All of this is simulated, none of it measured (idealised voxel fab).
Documented hereafter: the process module known as voxel gate over fins.
Section cut is 235 nm wide and gridded with 5 nm square cells.
A cross-section is a grid of square cells, given in bands from the top down. A band is one or more rows of cells.
What a band's entry tells you: where the top is and where the bottom is, as heights in nm, and after that what lies inside, material by material from left to right, each with its width in nm. Empty space is written as the word "blank", and a single material marked with the word "everywhere" occupies the band from edge to edge.
Below 0: as-received wafer, all one material; heights counted from there. Lowest band: no bottom, goes on down, written "0 nm and below".
A width such as "30..40" changes by the same amount from each row of cells to the next, from the band's top row to its bottom row.
What does "no alteration" mean for a step? It means no cell of the cross-section changed in that step.
The entry titled "Completely enclosed voids" provides the empty spaces that have no open way to the top, restricted to those of 8 cells or more. Each is presented as width x height at distance, the distance being measured from the left edge, with all three in nm.
On a step's line, text after the settings is the simulator commenting on that step.
Each step line may optionally specify "overlay nm", which for a step with a mask gives the rightward distance between the mask's planned place and where it lay, a negative value indicating the leftward direction.
So here's the lineup of process steps we planned
- 1: RECEIVE with material Si
- 2: CONFORMAL_DEP with material SiN, thk nm 10
- 3: MASKED_ETCH with tone cover, mask id FINS, width nm 15, pitch nm 35, etch materials SiN, depth nm 10, overlay nm 0
- 4: MASKED_ETCH with tone cover, mask id FINS, width nm 15, pitch nm 35, etch materials Si, depth nm 35, overlay nm 0
- 5: FILL_DEP with material SiO2, thk nm 15
- 6: CMP with height nm 10
- 7: SELECTIVE_ETCH with etch materials SiO2, depth nm 20
- 8: STRIP with etch materials SiN
- 9: CONFORMAL_DEP with material HfO2, thk nm 5
- 10: CONFORMAL_DEP with material TiN, thk nm 5
- 11: FILL_DEP with material W, thk nm 15
- 12: CMP with height nm 20
- 13: CONFORMAL_DEP with material SiCN, thk nm 5
So, the first of our two wafers, run just as we planned it
The cross-section here shows the wafer as received, i.e. in its state after step 1
0 nm and below: Si everywhere
Completely enclosed voids: none
Take a look at the wafer's cross-section after step 2
10 nm to 0 nm: SiN everywhere
All layers under 0 are left as they were.
Take a look at the wafer's cross-section after step 3
10 nm to 0 nm: blank (90), then SiN (15), then blank (20), then SiN (15), then blank (95)
All layers under 0 are left as they were.
Take a look at the wafer's cross-section after step 4
10 nm to 0 nm: blank (90), then SiN (15), then blank (20), then SiN (15), then blank (95)
0 nm to -35 nm: blank (90), then Si (15), then blank (20), then Si (15), then blank (95)
All layers under -35 are left as they were.
Take a look at the wafer's cross-section after step 5
25 nm to 10 nm: SiO2 everywhere
10 nm to 0 nm: SiO2 (90), then SiN (15), then SiO2 (20), then SiN (15), then SiO2 (95)
0 nm to -35 nm: SiO2 (90), then Si (15), then SiO2 (20), then Si (15), then SiO2 (95)
All layers under -35 are left as they were.
Take a look at the wafer's cross-section after step 6
10 nm to 0 nm: SiO2 (90), then SiN (15), then SiO2 (20), then SiN (15), then SiO2 (95)
All layers under 0 are left as they were.
Take a look at the wafer's cross-section after step 7
10 nm to 0 nm: blank (90), then SiN (15), then blank (20), then SiN (15), then blank (95)
0 nm to -10 nm: blank (90), then Si (15), then blank (20), then Si (15), then blank (95)
All layers under -10 are left as they were.
Take a look at the wafer's cross-section after step 8
0 nm to -10 nm: blank (90), then Si (15), then blank (20), then Si (15), then blank (95)
All layers under -10 are left as they were.
Take a look at the wafer's cross-section after step 9
5 nm to 0 nm: blank (85), then HfO2 (25), then blank (10), then HfO2 (25), then blank (90)
0 nm to -5 nm: blank (85), then HfO2 (5), then Si (15), then HfO2 (5), then blank (10), then HfO2 (5), then Si (15), then HfO2 (5), then blank (90)
-5 nm to -10 nm: HfO2 (90), then Si (15), then HfO2 (20), then Si (15), then HfO2 (95)
All layers under -10 are left as they were.
Take a look at the wafer's cross-section after step 10
10 nm to 5 nm: blank (80), then TiN (70), then blank (85)
5 nm to 0 nm: blank (80), then TiN (5), then HfO2 (25), then TiN (10), then HfO2 (25), then TiN (5), then blank (85)
0 nm to -5 nm: TiN (85), then HfO2 (5), then Si (15), then HfO2 (5), then TiN (10), then HfO2 (5), then Si (15), then HfO2 (5), then TiN (90)
All layers under -5 are left as they were.
Take a look at the wafer's cross-section after step 11
25 nm to 10 nm: W everywhere
10 nm to 5 nm: W (80), then TiN (70), then W (85)
5 nm to 0 nm: W (80), then TiN (5), then HfO2 (25), then TiN (10), then HfO2 (25), then TiN (5), then W (85)
All layers under 0 are left as they were.
Take a look at the wafer's cross-section after step 12
20 nm to 10 nm: W everywhere
All layers under 10 are left as they were.
Take a look at the wafer's cross-section after step 13
25 nm to 20 nm: SiCN everywhere
All layers under 20 are left as they were.
The second wafer was prepared from the same starting point and under the same plan as the first; its processing contained one mistake, and it remains indistinguishable from the first wafer up to and including step 8
Cross-sectional view of the second wafer at the intended end time of process step 9
5 nm to 0 nm: blank (85), then TiN (25), then blank (10), then TiN (25), then blank (90)
0 nm to -5 nm: blank (85), then TiN (5), then Si (15), then TiN (5), then blank (10), then TiN (5), then Si (15), then TiN (5), then blank (90)
-5 nm to -10 nm: TiN (90), then Si (15), then TiN (20), then Si (15), then TiN (95)
All layers under -10 are left as they were.
Cross-sectional view of the second wafer at the intended end time of process step 10
10 nm to 5 nm: blank (80), then HfO2 (70), then blank (85)
5 nm to 0 nm: blank (80), then HfO2 (5), then TiN (25), then HfO2 (10), then TiN (25), then HfO2 (5), then blank (85)
0 nm to -5 nm: HfO2 (85), then TiN (5), then Si (15), then TiN (5), then HfO2 (10), then TiN (5), then Si (15), then TiN (5), then HfO2 (90)
All layers under -5 are left as they were.
Cross-sectional view of the second wafer at the intended end time of process step 11
25 nm to 10 nm: W everywhere
10 nm to 5 nm: W (80), then HfO2 (70), then W (85)
5 nm to 0 nm: W (80), then HfO2 (5), then TiN (25), then HfO2 (10), then TiN (25), then HfO2 (5), then W (85)
All layers under 0 are left as they were.
Cross-sectional view of the second wafer at the intended end time of process step 12
20 nm to 10 nm: W everywhere
All layers under 10 are left as they were.
Cross-sectional view of the second wafer at the intended end time of process step 13
25 nm to 20 nm: SiCN everywhere
All layers under 20 are left as they were.
What was the processing mistake? plan vs actual: 9 and 10 interchanged
Tallied in cells, the final second wafer holds each material in the same quantity as the first, although not at the same places.
